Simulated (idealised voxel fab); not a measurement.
Presented below is a process module, voxel wiring stack.
Section cut is 165 nm wide and gridded with 5 nm square cells.
This document writes a cross-section as a grid whose cells are square, and gives it as bands, listed from the top down; one or more rows of cells form a band.
Read a band's entry like this: the first values are the height of its top and the height of its bottom in nm, and what follows is the sequence of materials from left to right, each with its width in nm. Note that "blank" is empty space, and that a single material marked "all across" reaches across the band from edge to edge.
Below 0: as-received wafer, all one material; heights counted from there. Lowest band: no bottom, goes on down, written "top 0, no bottom".
The expression "30 to 40" gives the width at the extremes of the band, the first number at its top row of cells and the second at its bottom row, with the width changing by equal amounts from each row to the next in between.
Step note "everything unchanged" = no cross-section cell changed.
Entry "Enclosed cavity list" = empty spaces >= 8 cells with no open way to the top; each as width x height at distance, distance from left edge, all nm.
Read whatever lies past the settings on a step's line as the simulator's own remark about the step.
When a step includes a mask, the "overlay nm" setting on its line states how far to the right of its planned place that mask lay, and negative values state how far to the left.

The process steps that were planned are listed below
- 1: RECEIVE, material Si
- 2: CONFORMAL_DEP, material SiO2, thk nm 15
- 3: DIRECTIONAL_DEP, material TiN, thk nm 5
- 4: DIRECTIONAL_DEP, material Ru, thk nm 15
- 5: MASKED_ETCH, tone cover, mask id METAL_1, width nm 25, pitch nm 50, etch materials Ru, depth nm 15, overlay nm 0
- 6: MASKED_ETCH, tone cover, mask id METAL_1, width nm 25, pitch nm 50, etch materials TiN, depth nm 5, overlay nm 0
- 7: CONFORMAL_DEP, material SiCN, thk nm 5
- 8: FILL_DEP, material SiO2, thk nm 10
- 9: CMP, height nm 35
- 10: CONFORMAL_DEP, material SiCN, thk nm 5
- 11: DIRECTIONAL_DEP, material SiO2, thk nm 30
- 12: MASKED_ETCH, tone open, mask id METAL_2, width nm 25, pitch nm 50, etch materials SiO2, depth nm 15, overlay nm 0
- 13: MASKED_ETCH, tone open, mask id METAL_2_HOLES, width nm 15, etch materials SiO2, depth nm 15, overlay nm 0
- 14: MASKED_ETCH, tone open, mask id METAL_2_HOLES, width nm 15, etch materials SiCN, depth nm 5, overlay nm 0
- 15: CONFORMAL_DEP, material TiN, thk nm 5
- 16: FILL_DEP, material Cu, thk nm 5
- 17: CMP, height nm 70
- 18: CONFORMAL_DEP, material SiCN, thk nm 5

As-received state of the wafer in cross-section, equivalent to post-step 1
top 0, no bottom: Si all across
Enclosed cavity list: none

Cross-sectional result after module completion. Note: starting condition and plan are unchanged from above; one processing mistake was made
top 75, bottom 70: SiCN all across
top 70, bottom 60: SiO2=45; TiN=5; Cu=15; TiN=5; SiO2=25; TiN=5; Cu=15; TiN=5; SiO2=45
top 60, bottom 55: SiO2=45; TiN=5; Cu=5; TiN=15; SiO2=25; TiN=25; SiO2=45
top 55, bottom 40: SiO2=45; TiN=5; Cu=5; TiN=5; SiO2=105
top 40, bottom 35: SiCN=45; TiN=15; SiCN=105
top 35, bottom 25: SiO2=40; SiCN=5; Ru=25; SiCN=5; SiO2=15; SiCN=5; Ru=25; SiCN=5; SiO2=40
top 25, bottom 20: SiO2=35; SiCN=10; Ru=25; SiCN=5; SiO2=10; SiCN=10; Ru=25; SiCN=5; SiO2=40
top 20, bottom 15: SiCN=40; TiN=30; SiCN=20; TiN=30; SiCN=45
top 15, bottom 0: SiO2 all across
top 0, no bottom: Si all across
Enclosed cavity list: none
So what did we get wrong on this run? step 6 changed vs plan, executed as MASKED_ETCH, tone cover, mask id METAL_1, width nm 25, pitch nm 50, etch materials TiN, depth nm 5, overlay nm -5
